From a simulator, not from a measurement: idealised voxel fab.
The name of this process module is voxel ribs on slabs.
Shown is cross-section cut, with a width of 155 nm and square cells of size 5 nm.
Notation: cross-section as square-cell grid; stated in bands, top first, going down; one or more cell rows per band.
Top, bottom (nm), then materials left to right with widths (nm); lone material tagged "full width" fills the whole band edge to edge; "empty" = empty space.
It should be noted that heights are counted from 0, beneath which the wafer as supplied is of one material throughout, and that the lowest band possesses no lower boundary but continues downward, as written in "from 0 down".
Width "30->40": first value at the band's top row of cells, second value at its bottom row, equal change from row to row.
Where the words "stayed the same" appear for a step, the cross-section shows no cell changed by that step; every cell remained as before.
Heads up: "Sealed voids" only lists the empty pockets with no open path to the top that are 8 cells or more, and it writes them as width x height at distance, distance from the left edge, in nm.
Formally, on a step line, whatever follows the settings is a remark that the simulator itself makes on the step.
When a step includes a mask, the "overlay nm" setting on its line states how far to the right of its planned place that mask lay, and negative values state how far to the left.

This section lists the process steps that were planned:
1 RECEIVE (material Si)
2 DIRECTIONAL_DEP (material SiO2; thk nm 20)
3 DIRECTIONAL_DEP (material SiN; thk nm 15)
4 DIRECTIONAL_DEP (material aC; thk nm 15)
5 PATTERN (tone cover; mask id RIB; material resist; width nm 30; thk nm 35; overlay nm 0)
6 DIRECTIONAL_ETCH (etch materials aC; depth nm 15)
7 STRIP (etch materials resist)
8 DIRECTIONAL_ETCH (etch materials SiN; depth nm 10)
9 STRIP (etch materials aC)
10 MASKED_ETCH (tone cover; mask id SLAB; width nm 90; etch materials SiN; depth nm 5; overlay nm 0)
11 FILL_DEP (material SiO2; thk nm 15)
12 CMP (height nm 45)
13 DIRECTIONAL_DEP (material W; thk nm 5)
14 MASKED_ETCH (tone cover; mask id HEATER; width nm 40; etch materials W; depth nm 5; overlay nm 0)
15 CONFORMAL_DEP (material SiN; thk nm 10)

This is the cross-section of the wafer as we received it, i.e. after step 1:
	from 0 down | Si full width
	Sealed voids: none

End-of-module cross-section. Starting structure and process plan as above; one mistake made in running it:
	from 60 to 55 | 45 empty, then 60 SiN, then 50 empty
	from 55 to 50 | SiN full width
	from 50 to 45 | 55 SiN, then 40 W, then 60 SiN
	from 45 to 30 | SiO2 full width
	from 30 to 25 | 60 SiO2, then 30 SiN, then 65 SiO2
	from 25 to 20 | 30 SiN, then 30 SiO2, then 30 SiN, then 30 SiO2, then 35 SiN
	from 20 to 0 | SiO2 full width
	from 0 down | Si full width
	Sealed voids: none
Processing error: so step 10 ended up running with a different setting than we planned, it ran as MASKED_ETCH (tone open; mask id SLAB; width nm 90; etch materials SiN; depth nm 5; overlay nm 0)
